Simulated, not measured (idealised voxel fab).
process module | voxel transistor to metal
cross-section cut | 150 nm wide | cells 5 nm
A cross-section is a grid of square cells, given in bands from the top down. A band is one or more rows of cells.
Each band's line starts with the height of the band's top and of its bottom, in nm. Then come its materials from left to right, each with its width in nm. One material with "throughout" fills the band from edge to edge. "air" is empty space.
Height 0 is the level under which the wafer as received is all one material. The lowest band goes on downwards, as in "0 down".
A width such as "30 to 40" changes by the same amount from each row of cells to the next, from the band's top row to its bottom row.
"no change" after a step means that no cell of the cross-section changed.
closed voids: empty space of 8 cells or more with no open way to the top, each as width x height at its distance from the left edge, in nm
after a step's settings: what the simulator itself notes on the step
overlay nm, on a step with a mask: how far to the right of its planned place the mask lay; to the left if negative
Each pair below shows a cross-section before one step and the cross-section after it, down to the lowest band that changed. The line under each pair gives the step between them, with its settings. The pairs can come from different runs of this module on the same starting wafer, so a pair continues from the pair above only where its "before" says so.
before
  50 to 45: TiN throughout
  45 to 35: SiO2 25 | TiN 5 | W 20 to 15 | TiN 5 to 10 | SiO2 35 | TiN 5 to 10 | W 20 to 15 | TiN 5 | SiO2 30
  35 to 30: SiO2 25 | TiN 5 | W 15 | TiN 5 | SiN 5 | SiO2 5 | SiCN 25 | SiO2 5 | SiN 5 | TiN 5 | W 15 | TiN 5 | SiO2 30
  30 to 25: SiO2 25 | TiN 25 | SiN 5 | SiO2 5 | SiCN 25 | SiO2 5 | SiN 5 | TiN 25 | SiO2 30
  25 to 20: SiO2 20 | pSi 30 | SiN 5 | SiO2 5 | SiCN 25 | SiO2 5 | SiN 5 | pSi 30 | SiO2 25
  20 to 10: SiO2 20 | pSi 30 | SiN 5 | SiO2 5 | polySi 25 | SiO2 5 | SiN 5 | pSi 30 | SiO2 25
  10 to 0: SiO2 20 | SiN 5 | pSi 25 | SiN 5 | SiO2 5 | polySi 25 | SiO2 5 | SiN 5 | pSi 25 | SiN 5 | SiO2 25
  0 to -5: SiO2 25 | pSi 25 | SiO2 45 | pSi 25 | SiO2 30
  -5 to -15: SiO2 25 | pSi 25 | Si 45 | pSi 25 | SiO2 30
  -15 to -40: SiO2 25 | Si 95 | SiO2 30
  -40 down: Si throughout
  closed voids: none
after
  65 to 50: W throughout
  below 50: unchanged
  closed voids: none
the step between: op DIRECTIONAL_DEP | material W | thk nm 15
before: the cross-section after the pair above
after
  85 to 65: air 25 | resist 20 | air 55 | resist 20 | air 30
  below 65: unchanged
  closed voids: none
the step between: op PATTERN | tone cover | mask id METAL_1 | material resist | width nm 20 | pitch nm 75 | thk nm 20 | overlay nm 0
before: the cross-section after the pair above
after
  85 to 65: air 25 | resist 20 | air 55 | resist 20 | air 30
  65 to 50: air 25 | W 20 | air 55 | W 20 | air 30
  below 50: unchanged
  closed voids: none
the step between: op DIRECTIONAL_ETCH | etch materials W | depth nm 15
before: the cross-section after the pair above
after
  85 to 65: air 25 | resist 20 | air 55 | resist 20 | air 30
  65 to 50: air 25 | W 20 | air 55 | W 20 | air 30
  50 to 45: air 25 | TiN 20 | air 55 | TiN 20 | air 30
  below 45: unchanged
  closed voids: none
the step between: op DIRECTIONAL_ETCH | etch materials TiN | depth nm 5
before: the cross-section after the pair above
after
  65 to 50: air 25 | W 20 | air 55 | W 20 | air 30
  below 50: unchanged
  closed voids: none
the step between: op STRIP | etch materials resist
before: the cross-section after the pair above
after
  75 to 65: lowk throughout
  65 to 50: lowk 25 | W 20 | lowk 55 | W 20 | lowk 30
  50 to 45: lowk 25 | TiN 20 | lowk 55 | TiN 20 | lowk 30
  below 45: unchanged
  closed voids: none
the step between: op FILL_DEP | material lowk | thk nm 10
before: the cross-section after the pair above
after
  65 to 50: lowk 25 | W 20 | lowk 55 | W 20 | lowk 30
  below 50: unchanged
  closed voids: none
the step between: op CMP | height nm 65
before: the cross-section after the pair above
after
  70 to 65: SiCN throughout
  below 65: unchanged
  closed voids: none
the step between: op CONFORMAL_DEP | material SiCN | thk nm 5
before
  20 to 15: air 20 | SiN 105 | air 25
  15 to 5: SiO2 20 | SiN 105 | SiO2 25
  5 to 0: SiO2 throughout
  0 to -40: SiO2 25 | Si 95 | SiO2 30
  -40 down: Si throughout
  closed voids: none
after
  20 to 10: air 20 | SiN 105 | air 25
  below 10: unchanged
  closed voids: none
the step between: op SELECTIVE_ETCH | etch materials SiO2 | depth nm 5
before: the cross-section after the pair above
after
  10 to 5: SiO2 20 | air 105 | SiO2 25
  below 5: unchanged
  closed voids: none
the step between: op STRIP | etch materials SiN
before: the cross-section after the pair above
after
  30 to 25: polySi 20 | air 105 | polySi 25
  25 to 10: polySi throughout
  10 to 5: SiO2 20 | polySi 105 | SiO2 25
  below 5: unchanged
  closed voids: none
the step between: op DIRECTIONAL_DEP | material polySi | thk nm 20
before: the cross-section after the pair above
after
  45 to 40: SiCN 20 | air 105 | SiCN 25
  40 to 30: SiCN throughout
  30 to 25: polySi 20 | SiCN 105 | polySi 25
  below 25: unchanged
  closed voids: none
the step between: op DIRECTIONAL_DEP | material SiCN | thk nm 15
before: the cross-section after the pair above
after
  40 to 30: air 60 | SiCN 25 | air 65
  30 to 25: polySi 20 | air 40 | SiCN 25 | air 40 | polySi 25
  below 25: unchanged
  closed voids: none
the step between: op MASKED_ETCH | tone cover | mask id GATE | width nm 25 | etch materials SiCN | depth nm 25 | overlay nm 0
before: the cross-section after the pair above
after
  40 to 25: air 60 | SiCN 25 | air 65
  25 to 10: air 60 | polySi 25 | air 65
  10 to 5: SiO2 20 | air 40 | polySi 25 | air 40 | SiO2 25
  below 5: unchanged
  closed voids: none
the step between: op MASKED_ETCH | tone cover | mask id GATE | width nm 25 | etch materials polySi | depth nm 30 | overlay nm 0
before: the cross-section after the pair above
after
  45 to 40: air 55 | SiO2 35 | air 60
  40 to 25: air 55 | SiO2 5 | SiCN 25 | SiO2 5 | air 60
  25 to 15: air 55 | SiO2 5 | polySi 25 | SiO2 5 | air 60
  15 to 10: SiO2 25 | air 30 | SiO2 5 | polySi 25 | SiO2 5 | air 30 | SiO2 30
  10 to 5: SiO2 60 | polySi 25 | SiO2 65
  below 5: unchanged
  closed voids: none
the step between: op CONFORMAL_DEP | material SiO2 | thk nm 5
before: the cross-section after the pair above
after
  40 to 25: air 55 | SiO2 5 | SiCN 25 | SiO2 5 | air 60
  25 to 10: air 55 | SiO2 5 | polySi 25 | SiO2 5 | air 60
  10 to 5: SiO2 25 | air 30 | SiO2 5 | polySi 25 | SiO2 5 | air 30 | SiO2 30
  below 5: unchanged
  closed voids: none
the step between: op DIRECTIONAL_ETCH | etch materials SiO2 | depth nm 5
before: the cross-section after the pair above
after
  45 to 40: air 50 | SiN 45 | air 55
  40 to 25: air 50 | SiN 5 | SiO2 5 | SiCN 25 | SiO2 5 | SiN 5 | air 55
  25 to 15: air 50 | SiN 5 | SiO2 5 | polySi 25 | SiO2 5 | SiN 5 | air 55
  15 to 10: SiN 30 | air 20 | SiN 5 | SiO2 5 | polySi 25 | SiO2 5 | SiN 5 | air 20 | SiN 35
  10 to 5: SiO2 25 | SiN 30 | SiO2 5 | polySi 25 | SiO2 5 | SiN 30 | SiO2 30
  below 5: unchanged
  closed voids: none
the step between: op CONFORMAL_DEP | material SiN | thk nm 5
before: the cross-section after the pair above
after
  40 to 25: air 50 | SiN 5 | SiO2 5 | SiCN 25 | SiO2 5 | SiN 5 | air 55
  25 to 10: air 50 | SiN 5 | SiO2 5 | polySi 25 | SiO2 5 | SiN 5 | air 55
  10 to 5: SiO2 25 | SiN 5 | air 20 | SiN 5 | SiO2 5 | polySi 25 | SiO2 5 | SiN 5 | air 20 | SiN 5 | SiO2 30
  below 5: unchanged
  closed voids: none
the step between: op DIRECTIONAL_ETCH | etch materials SiN | depth nm 5
before: the cross-section after the pair above
after
  40 to 35: air 50 | SiN 5 | air 5 | SiCN 25 | air 5 | SiN 5 | air 55
  35 to 25: air 50 | SiN 5 | SiO2 5 | SiCN 25 | SiO2 5 | SiN 5 | air 55
  25 to 10: air 50 | SiN 5 | SiO2 5 | polySi 25 | SiO2 5 | SiN 5 | air 55
  10 to 5: air 25 | SiN 5 | air 20 | SiN 5 | SiO2 5 | polySi 25 | SiO2 5 | SiN 5 | air 20 | SiN 5 | air 30
  5 to 0: SiO2 30 | air 20 | SiO2 45 | air 20 | SiO2 35
  below 0: unchanged
  closed voids: none
the step between: op DIRECTIONAL_ETCH | etch materials SiO2 | depth nm 5
before: the cross-section after the pair above
after
  40 to 35: air 50 | SiN 5 | air 5 | SiCN 25 | air 5 | SiN 5 | air 55
  35 to 25: air 50 | SiN 5 | SiO2 5 | SiCN 25 | SiO2 5 | SiN 5 | air 55
  25 to 10: air 50 | SiN 5 | SiO2 5 | polySi 25 | SiO2 5 | SiN 5 | air 55
  10 to 5: air 25 | SiN 5 | air 20 | SiN 5 | SiO2 5 | polySi 25 | SiO2 5 | SiN 5 | air 20 | SiN 5 | air 30
  5 to 0: SiO2 30 | air 20 | SiO2 45 | air 20 | SiO2 35
  0 to -10: SiO2 25 | Si 5 | air 20 | Si 45 | air 20 | Si 5 | SiO2 30
  below -10: unchanged
  closed voids: none
the step between: op DIRECTIONAL_ETCH | etch materials Si | depth nm 10
before: the cross-section after the pair above
after
  40 to 35: air 50 | SiN 5 | air 5 | SiCN 25 | air 5 | SiN 5 | air 55
  35 to 25: air 50 | SiN 5 | SiO2 5 | SiCN 25 | SiO2 5 | SiN 5 | air 55
  25 to 15: air 50 | SiN 5 | SiO2 5 | polySi 25 | SiO2 5 | SiN 5 | air 55
  15 to 10: air 25 | pSi 25 | SiN 5 | SiO2 5 | polySi 25 | SiO2 5 | SiN 5 | pSi 25 | air 30
  10 to 5: air 25 | SiN 5 | pSi 20 | SiN 5 | SiO2 5 | polySi 25 | SiO2 5 | SiN 5 | pSi 20 | SiN 5 | air 30
  5 to 0: SiO2 30 | pSi 20 | SiO2 45 | pSi 20 | SiO2 35
  0 to -10: SiO2 25 | Si 5 | pSi 20 | Si 45 | pSi 20 | Si 5 | SiO2 30
  below -10: unchanged
  closed voids: none
the step between: op EPI | material pSi | thk nm 15
before: the cross-section after the pair above
after
  50 to 40: SiO2 throughout
  40 to 25: SiO2 50 | SiN 5 | SiO2 5 | SiCN 25 | SiO2 5 | SiN 5 | SiO2 55
  25 to 15: SiO2 50 | SiN 5 | SiO2 5 | polySi 25 | SiO2 5 | SiN 5 | SiO2 55
  15 to 10: SiO2 25 | pSi 25 | SiN 5 | SiO2 5 | polySi 25 | SiO2 5 | SiN 5 | pSi 25 | SiO2 30
  10 to 5: SiO2 25 | SiN 5 | pSi 20 | SiN 5 | SiO2 5 | polySi 25 | SiO2 5 | SiN 5 | pSi 20 | SiN 5 | SiO2 30
  below 5: unchanged
  closed voids: none
the step between: op FILL_DEP | material SiO2 | thk nm 10
before: the cross-section after the pair above
after
  35 to 25: SiO2 50 | SiN 5 | SiO2 5 | SiCN 25 | SiO2 5 | SiN 5 | SiO2 55
  below 25: unchanged
  closed voids: none
the step between: op CMP | height nm 35
before: the cross-section after the pair above
after
  45 to 35: SiO2 throughout
  below 35: unchanged
  closed voids: none
the step between: op DIRECTIONAL_DEP | material SiO2 | thk nm 10
before: the cross-section after the pair above
after
  60 to 45: resist 25 | air 30 | resist 35 | air 30 | resist 30
  below 45: unchanged
  closed voids: none
the step between: op PATTERN | tone open | mask id CONTACT | material resist | width nm 30 | pitch nm 65 | thk nm 15 | overlay nm 0
before: the cross-section after the pair above
after
  60 to 45: resist 25 | air 30 | resist 35 | air 30 | resist 30
  45 to 35: SiO2 25 | air 30 | SiO2 35 | air 30 | SiO2 30
  35 to 25: SiO2 25 | air 25 | SiN 5 | SiO2 5 | SiCN 25 | SiO2 5 | SiN 5 | air 25 | SiO2 30
  25 to 15: SiO2 25 | air 25 | SiN 5 | SiO2 5 | polySi 25 | SiO2 5 | SiN 5 | air 25 | SiO2 30
  below 15: unchanged
  closed voids: none
the step between: op DIRECTIONAL_ETCH | etch materials SiO2 | depth nm 45
before: the cross-section after the pair above
after
  45 to 35: SiO2 25 | air 30 | SiO2 35 | air 30 | SiO2 30
  below 35: unchanged
  closed voids: none
the step between: op STRIP | etch materials resist
before: the cross-section after the pair above
after
  50 to 45: TiN 30 | air 20 | TiN 45 | air 20 | TiN 35
  45 to 35: SiO2 25 | TiN 5 | air 20 to 15 | TiN 5 to 10 | SiO2 35 | TiN 5 to 10 | air 20 to 15 | TiN 5 | SiO2 30
  35 to 25: SiO2 25 | TiN 5 | air 15 | TiN 5 | SiN 5 | SiO2 5 | SiCN 25 | SiO2 5 | SiN 5 | TiN 5 | air 15 | TiN 5 | SiO2 30
  25 to 20: SiO2 25 | TiN 5 | air 15 | TiN 5 | SiN 5 | SiO2 5 | polySi 25 | SiO2 5 | SiN 5 | TiN 5 | air 15 | TiN 5 | SiO2 30
  20 to 15: SiO2 25 | TiN 25 | SiN 5 | SiO2 5 | polySi 25 | SiO2 5 | SiN 5 | TiN 25 | SiO2 30
  below 15: unchanged
  closed voids: none
the step between: op CONFORMAL_DEP | material TiN | thk nm 5
before: the cross-section after the pair above
after
  55 to 50: W throughout
  50 to 45: TiN 30 | W 20 | TiN 45 | W 20 | TiN 35
  45 to 35: SiO2 25 | TiN 5 | W 20 to 15 | TiN 5 to 10 | SiO2 35 | TiN 5 to 10 | W 20 to 15 | TiN 5 | SiO2 30
  35 to 25: SiO2 25 | TiN 5 | W 15 | TiN 5 | SiN 5 | SiO2 5 | SiCN 25 | SiO2 5 | SiN 5 | TiN 5 | W 15 | TiN 5 | SiO2 30
  25 to 20: SiO2 25 | TiN 5 | W 15 | TiN 5 | SiN 5 | SiO2 5 | polySi 25 | SiO2 5 | SiN 5 | TiN 5 | W 15 | TiN 5 | SiO2 30
  below 20: unchanged
  closed voids: none
the step between: op FILL_DEP | material W | thk nm 5
before: the cross-section after the pair above
after
  45 to 35: SiO2 25 | TiN 5 | W 20 to 15 | TiN 5 to 10 | SiO2 35 | TiN 5 to 10 | W 20 to 15 | TiN 5 | SiO2 30
  below 35: unchanged
  closed voids: none
the step between: op CMP | height nm 45
before: the cross-section after the pair above
after
  50 to 45: TiN throughout
  below 45: unchanged
  closed voids: none
the step between: op DIRECTIONAL_DEP | material TiN | thk nm 5
before: the cross-section after the pair above
after
  65 to 50: W throughout
  below 50: unchanged
  closed voids: none
the step between: op DIRECTIONAL_DEP | material W | thk nm 15
before: the cross-section after the pair above
after
  85 to 65: air 25 | resist 20 | air 55 | resist 20 | air 30
  below 65: unchanged
  closed voids: none
the step between: op PATTERN | tone cover | mask id METAL_1 | material resist | width nm 20 | pitch nm 75 | thk nm 20 | overlay nm 0
before: the cross-section after the pair above
after
  85 to 65: air 25 | resist 20 | air 55 | resist 20 | air 30
  65 to 50: air 25 | W 20 | air 55 | W 20 | air 30
  below 50: unchanged
  closed voids: none
the step between: op DIRECTIONAL_ETCH | etch materials W | depth nm 15
before: the cross-section after the pair above
after
  85 to 65: air 25 | resist 20 | air 55 | resist 20 | air 30
  65 to 50: air 25 | W 20 | air 55 | W 20 | air 30
  50 to 45: air 25 | TiN 20 | air 55 | TiN 20 | air 30
  below 45: unchanged
  closed voids: none
the step between: op DIRECTIONAL_ETCH | etch materials TiN | depth nm 5
before: the cross-section after the pair above
after
  65 to 50: air 25 | W 20 | air 55 | W 20 | air 30
  below 50: unchanged
  closed voids: none
the step between: op STRIP | etch materials resist
before: the cross-section after the pair above
after
  75 to 65: lowk throughout
  65 to 50: lowk 25 | W 20 | lowk 55 | W 20 | lowk 30
  50 to 45: lowk 25 | TiN 20 | lowk 55 | TiN 20 | lowk 30
  below 45: unchanged
  closed voids: none
the step between: op FILL_DEP | material lowk | thk nm 10
before: the cross-section after the pair above
after
  65 to 50: lowk 25 | W 20 | lowk 55 | W 20 | lowk 30
  below 50: unchanged
  closed voids: none
the step between: op CMP | height nm 65
before: the cross-section after the pair above
after
  70 to 65: SiCN throughout
  below 65: unchanged
  closed voids: none
the step between: op CONFORMAL_DEP | material SiCN | thk nm 5
before
  35 to 30: air 50 | SiN 5 | air 5 | SiCN 25 | air 5 | SiN 5 | air 55
  30 to 20: air 50 | SiN 5 | SiO2 5 | SiCN 25 | SiO2 5 | SiN 5 | air 55
  20 to 10: air 50 | SiN 5 | SiO2 5 | polySi 25 | SiO2 5 | SiN 5 | air 55
  10 to 5: air 20 | SiN 5 | air 25 | SiN 5 | SiO2 5 | polySi 25 | SiO2 5 | SiN 5 | air 25 | SiN 5 | air 25
  5 to 0: SiO2 20 | SiN 5 | air 25 | SiN 5 | SiO2 5 | polySi 25 | SiO2 5 | SiN 5 | air 25 | SiN 5 | SiO2 25
  0 to -5: SiO2 25 | air 25 | SiO2 45 | air 25 | SiO2 30
  -5 to -15: SiO2 25 | air 25 | Si 45 | air 25 | SiO2 30
  -15 to -40: SiO2 25 | Si 95 | SiO2 30
  -40 down: Si throughout
  closed voids: none
after
  35 to 30: air 50 | SiN 5 | air 5 | SiCN 25 | air 5 | SiN 5 | air 55
  30 to 20: air 50 | SiN 5 | SiO2 5 | SiCN 25 | SiO2 5 | SiN 5 | air 55
  20 to 10: air 25 | pSi 25 | SiN 5 | SiO2 5 | polySi 25 | SiO2 5 | SiN 5 | pSi 25 | air 30
  10 to 5: air 20 | SiN 5 | pSi 25 | SiN 5 | SiO2 5 | polySi 25 | SiO2 5 | SiN 5 | pSi 25 | SiN 5 | air 25
  5 to 0: SiO2 20 | SiN 5 | pSi 25 | SiN 5 | SiO2 5 | polySi 25 | SiO2 5 | SiN 5 | pSi 25 | SiN 5 | SiO2 25
  0 to -5: SiO2 25 | pSi 25 | SiO2 45 | pSi 25 | SiO2 30
  -5 to -15: SiO2 25 | pSi 25 | Si 45 | pSi 25 | SiO2 30
  below -15: unchanged
  closed voids: none
the step between: op EPI | material pSi | thk nm 25
before: the cross-section after the pair above
after
  45 to 35: SiO2 throughout
  35 to 20: SiO2 50 | SiN 5 | SiO2 5 | SiCN 25 | SiO2 5 | SiN 5 | SiO2 55
  20 to 10: SiO2 25 | pSi 25 | SiN 5 | SiO2 5 | polySi 25 | SiO2 5 | SiN 5 | pSi 25 | SiO2 30
  10 to 0: SiO2 20 | SiN 5 | pSi 25 | SiN 5 | SiO2 5 | polySi 25 | SiO2 5 | SiN 5 | pSi 25 | SiN 5 | SiO2 25
  below 0: unchanged
  closed voids: none
the step between: op FILL_DEP | material SiO2 | thk nm 10
before: the cross-section after the pair above
after
  35 to 20: SiO2 50 | SiN 5 | SiO2 5 | SiCN 25 | SiO2 5 | SiN 5 | SiO2 55
  below 20: unchanged
  closed voids: none
the step between: op CMP | height nm 35
before: the cross-section after the pair above
after
  45 to 35: SiO2 throughout
  below 35: unchanged
  closed voids: none
the step between: op DIRECTIONAL_DEP | material SiO2 | thk nm 10
before: the cross-section after the pair above
after
  60 to 45: resist 25 | air 30 | resist 35 | air 30 | resist 30
  below 45: unchanged
  closed voids: none
the step between: op PATTERN | tone open | mask id CONTACT | material resist | width nm 30 | pitch nm 65 | thk nm 15 | overlay nm 0
before: the cross-section after the pair above
after
  60 to 45: resist 25 | air 30 | resist 35 | air 30 | resist 30
  45 to 35: SiO2 25 | air 30 | SiO2 35 | air 30 | SiO2 30
  35 to 20: SiO2 25 | air 25 | SiN 5 | SiO2 5 | SiCN 25 | SiO2 5 | SiN 5 | air 25 | SiO2 30
  below 20: unchanged
  closed voids: none
the step between: op DIRECTIONAL_ETCH | etch materials SiO2 | depth nm 45
before: the cross-section after the pair above
after
  45 to 35: SiO2 25 | air 30 | SiO2 35 | air 30 | SiO2 30
  below 35: unchanged
  closed voids: none
the step between: op STRIP | etch materials resist
before: the cross-section after the pair above
after
  50 to 45: TiN 30 | air 20 | TiN 45 | air 20 | TiN 35
  45 to 35: SiO2 25 | TiN 5 | air 20 to 15 | TiN 5 to 10 | SiO2 35 | TiN 5 to 10 | air 20 to 15 | TiN 5 | SiO2 30
  35 to 25: SiO2 25 | TiN 5 | air 15 | TiN 5 | SiN 5 | SiO2 5 | SiCN 25 | SiO2 5 | SiN 5 | TiN 5 | air 15 | TiN 5 | SiO2 30
  25 to 20: SiO2 25 | TiN 25 | SiN 5 | SiO2 5 | SiCN 25 | SiO2 5 | SiN 5 | TiN 25 | SiO2 30
  below 20: unchanged
  closed voids: none
the step between: op CONFORMAL_DEP | material TiN | thk nm 5
before: the cross-section after the pair above
after
  55 to 50: W throughout
  50 to 45: TiN 30 | W 20 | TiN 45 | W 20 | TiN 35
  45 to 35: SiO2 25 | TiN 5 | W 20 to 15 | TiN 5 to 10 | SiO2 35 | TiN 5 to 10 | W 20 to 15 | TiN 5 | SiO2 30
  35 to 25: SiO2 25 | TiN 5 | W 15 | TiN 5 | SiN 5 | SiO2 5 | SiCN 25 | SiO2 5 | SiN 5 | TiN 5 | W 15 | TiN 5 | SiO2 30
  below 25: unchanged
  closed voids: none
the step between: op FILL_DEP | material W | thk nm 5
before: the cross-section after the pair above
after
  45 to 35: SiO2 25 | TiN 5 | W 20 to 15 | TiN 5 to 10 | SiO2 35 | TiN 5 to 10 | W 20 to 15 | TiN 5 | SiO2 30
  below 35: unchanged
  closed voids: none
the step between: op CMP | height nm 45
before: the cross-section after the pair above
after
  50 to 45: TiN throughout
  below 45: unchanged
  closed voids: none
the step between: op DIRECTIONAL_DEP | material TiN | thk nm 5
before: the cross-section after the pair above
after
  65 to 50: W throughout
  below 50: unchanged
  closed voids: none
the step between: op DIRECTIONAL_DEP | material W | thk nm 15
before: the cross-section after the pair above
after
  85 to 65: air 25 | resist 20 | air 55 | resist 20 | air 30
  below 65: unchanged
  closed voids: none
the step between: op PATTERN | tone cover | mask id METAL_1 | material resist | width nm 20 | pitch nm 75 | thk nm 20 | overlay nm 0
before: the cross-section after the pair above
after
  85 to 65: air 25 | resist 20 | air 55 | resist 20 | air 30
  65 to 50: air 25 | W 20 | air 55 | W 20 | air 30
  below 50: unchanged
  closed voids: none
the step between: op DIRECTIONAL_ETCH | etch materials W | depth nm 15
before: the cross-section after the pair above
after
  85 to 65: air 25 | resist 20 | air 55 | resist 20 | air 30
  65 to 50: air 25 | W 20 | air 55 | W 20 | air 30
  50 to 45: air 25 | TiN 20 | air 55 | TiN 20 | air 30
  below 45: unchanged
  closed voids: none
the step between: op DIRECTIONAL_ETCH | etch materials TiN | depth nm 5
before: the cross-section after the pair above
after
  65 to 50: air 25 | W 20 | air 55 | W 20 | air 30
  below 50: unchanged
  closed voids: none
the step between: op STRIP | etch materials resist
before: the cross-section after the pair above
after
  75 to 65: lowk throughout
  65 to 50: lowk 25 | W 20 | lowk 55 | W 20 | lowk 30
  50 to 45: lowk 25 | TiN 20 | lowk 55 | TiN 20 | lowk 30
  below 45: unchanged
  closed voids: none
the step between: op FILL_DEP | material lowk | thk nm 10
before: the cross-section after the pair above
after
  65 to 50: lowk 25 | W 20 | lowk 55 | W 20 | lowk 30
  below 50: unchanged
  closed voids: none
the step between: op CMP | height nm 65
before: the cross-section after the pair above
after
  70 to 65: SiCN throughout
  below 65: unchanged
  closed voids: none
the step between: op CONFORMAL_DEP | material SiCN | thk nm 5
before
  45 to 35: SiO2 throughout
  35 to 20: SiO2 50 | SiN 5 | SiO2 5 | SiCN 25 | SiO2 5 | SiN 5 | SiO2 55
  20 to 10: SiO2 50 | SiN 5 | SiO2 5 | polySi 25 | SiO2 5 | SiN 5 | SiO2 55
  10 to 0: SiO2 20 | SiN 5 | SiO2 10 | pSi 15 | SiN 5 | SiO2 5 | polySi 25 | SiO2 5 | SiN 5 | pSi 15 | SiO2 10 | SiN 5 | SiO2 25
  0 to -5: SiO2 25 | pSi 25 | SiO2 45 | pSi 25 | SiO2 30
  -5 to -15: SiO2 25 | pSi 25 | Si 45 | pSi 25 | SiO2 30
  -15 to -40: SiO2 25 | Si 95 | SiO2 30
  -40 down: Si throughout
  closed voids: none
after
  60 to 45: resist 30 | air 20 | resist 45 | air 20 | resist 35
  below 45: unchanged
  closed voids: none
the step between: op PATTERN | tone open | mask id CONTACT | material resist | width nm 20 | pitch nm 65 | thk nm 15 | overlay nm 0
before: the cross-section after the pair above
after
  60 to 45: resist 30 | air 20 | resist 45 | air 20 | resist 35
  45 to 35: SiO2 30 | air 20 | SiO2 45 | air 20 | SiO2 35
  35 to 20: SiO2 30 | air 20 | SiN 5 | SiO2 5 | SiCN 25 | SiO2 5 | SiN 5 | air 20 | SiO2 35
  20 to 10: SiO2 30 | air 20 | SiN 5 | SiO2 5 | polySi 25 | SiO2 5 | SiN 5 | air 20 | SiO2 35
  10 to 0: SiO2 20 | SiN 5 | SiO2 5 | air 5 | pSi 15 | SiN 5 | SiO2 5 | polySi 25 | SiO2 5 | SiN 5 | pSi 15 | air 5 | SiO2 5 | SiN 5 | SiO2 25
  below 0: unchanged
  closed voids: none
the step between: op DIRECTIONAL_ETCH | etch materials SiO2 | depth nm 45
before: the cross-section after the pair above
after
  45 to 35: SiO2 30 | air 20 | SiO2 45 | air 20 | SiO2 35
  below 35: unchanged
  closed voids: none
the step between: op STRIP | etch materials resist
before: the cross-section after the pair above
after
  50 to 45: TiN 35 | air 10 | TiN 55 | air 10 | TiN 40
  45 to 35: SiO2 30 | TiN 5 | air 10 | TiN 5 | SiO2 45 | TiN 5 | air 10 | TiN 5 | SiO2 35
  35 to 20: SiO2 30 | TiN 5 | air 10 | TiN 5 | SiN 5 | SiO2 5 | SiCN 25 | SiO2 5 | SiN 5 | TiN 5 | air 10 | TiN 5 | SiO2 35
  20 to 15: SiO2 30 | TiN 5 | air 10 | TiN 5 | SiN 5 | SiO2 5 | polySi 25 | SiO2 5 | SiN 5 | TiN 5 | air 10 | TiN 5 | SiO2 35
  15 to 10: SiO2 30 | TiN 20 | SiN 5 | SiO2 5 | polySi 25 | SiO2 5 | SiN 5 | TiN 20 | SiO2 35
  10 to 0: SiO2 20 | SiN 5 | SiO2 5 | TiN 5 | pSi 15 | SiN 5 | SiO2 5 | polySi 25 | SiO2 5 | SiN 5 | pSi 15 | TiN 5 | SiO2 5 | SiN 5 | SiO2 25
  below 0: unchanged
  closed voids: none
the step between: op CONFORMAL_DEP | material TiN | thk nm 5
before: the cross-section after the pair above
after
  55 to 50: W throughout
  50 to 45: TiN 35 | W 10 | TiN 55 | W 10 | TiN 40
  45 to 35: SiO2 30 | TiN 5 | W 10 | TiN 5 | SiO2 45 | TiN 5 | W 10 | TiN 5 | SiO2 35
  35 to 20: SiO2 30 | TiN 5 | W 10 | TiN 5 | SiN 5 | SiO2 5 | SiCN 25 | SiO2 5 | SiN 5 | TiN 5 | W 10 | TiN 5 | SiO2 35
  20 to 15: SiO2 30 | TiN 5 | W 10 | TiN 5 | SiN 5 | SiO2 5 | polySi 25 | SiO2 5 | SiN 5 | TiN 5 | W 10 | TiN 5 | SiO2 35
  below 15: unchanged
  closed voids: none
the step between: op FILL_DEP | material W | thk nm 5
before: the cross-section after the pair above
after
  45 to 35: SiO2 30 | TiN 5 | W 10 | TiN 5 | SiO2 45 | TiN 5 | W 10 | TiN 5 | SiO2 35
  below 35: unchanged
  closed voids: none
the step between: op CMP | height nm 45
before: the cross-section after the pair above
after
  50 to 45: TiN throughout
  below 45: unchanged
  closed voids: none
the step between: op DIRECTIONAL_DEP | material TiN | thk nm 5
before: the cross-section after the pair above
after
  65 to 50: W throughout
  below 50: unchanged
  closed voids: none
the step between: op DIRECTIONAL_DEP | material W | thk nm 15
before: the cross-section after the pair above
after
  85 to 65: air 25 | resist 20 | air 55 | resist 20 | air 30
  below 65: unchanged
  closed voids: none
the step between: op PATTERN | tone cover | mask id METAL_1 | material resist | width nm 20 | pitch nm 75 | thk nm 20 | overlay nm 0
before: the cross-section after the pair above
after
  85 to 65: air 25 | resist 20 | air 55 | resist 20 | air 30
  65 to 50: air 25 | W 20 | air 55 | W 20 | air 30
  below 50: unchanged
  closed voids: none
the step between: op DIRECTIONAL_ETCH | etch materials W | depth nm 15
before: the cross-section after the pair above
after
  85 to 65: air 25 | resist 20 | air 55 | resist 20 | air 30
  65 to 50: air 25 | W 20 | air 55 | W 20 | air 30
  50 to 45: air 25 | TiN 20 | air 55 | TiN 20 | air 30
  below 45: unchanged
  closed voids: none
the step between: op DIRECTIONAL_ETCH | etch materials TiN | depth nm 5
before: the cross-section after the pair above
after
  65 to 50: air 25 | W 20 | air 55 | W 20 | air 30
  below 50: unchanged
  closed voids: none
the step between: op STRIP | etch materials resist
before: the cross-section after the pair above
after
  75 to 65: lowk throughout
  65 to 50: lowk 25 | W 20 | lowk 55 | W 20 | lowk 30
  50 to 45: lowk 25 | TiN 20 | lowk 55 | TiN 20 | lowk 30
  below 45: unchanged
  closed voids: none
the step between: op FILL_DEP | material lowk | thk nm 10
before: the cross-section after the pair above
after
  65 to 50: lowk 25 | W 20 | lowk 55 | W 20 | lowk 30
  below 50: unchanged
  closed voids: none
the step between: op CMP | height nm 65
before: the cross-section after the pair above
after
  70 to 65: SiCN throughout
  below 65: unchanged
  closed voids: none
the step between: op CONFORMAL_DEP | material SiCN | thk nm 5
before
  30 to 20: aC throughout
  20 to 5: SiN throughout
  5 to 0: SiO2 throughout
  0 down: Si throughout
  closed voids: none
after
  60 to 30: air 30 | resist 105 | air 15
  below 30: unchanged
  closed voids: none
the step between: op PATTERN | tone cover | mask id ACTIVE | material resist | width nm 105 | thk nm 30 | overlay nm 10
before: the cross-section after the pair above
after
  50 to 30: air 30 | resist 105 | air 15
  30 to 20: air 30 | aC 105 | air 15
  below 20: unchanged
  closed voids: none
the step between: op DIRECTIONAL_ETCH | etch materials aC | depth nm 10
before: the cross-section after the pair above
after
  30 to 20: air 30 | aC 105 | air 15
  below 20: unchanged
  closed voids: none
the step between: op STRIP | etch materials resist
before: the cross-section after the pair above
after
  30 to 20: air 30 | aC 105 | air 15
  20 to 5: air 30 | SiN 105 | air 15
  below 5: unchanged
  closed voids: none
the step between: op DIRECTIONAL_ETCH | etch materials SiN | depth nm 15
before: the cross-section after the pair above
after
  30 to 20: air 30 | aC 105 | air 15
  20 to 5: air 30 | SiN 105 | air 15
  5 to 0: air 30 | SiO2 105 | air 15
  below 0: unchanged
  closed voids: none
the step between: op DIRECTIONAL_ETCH | etch materials SiO2 | depth nm 5
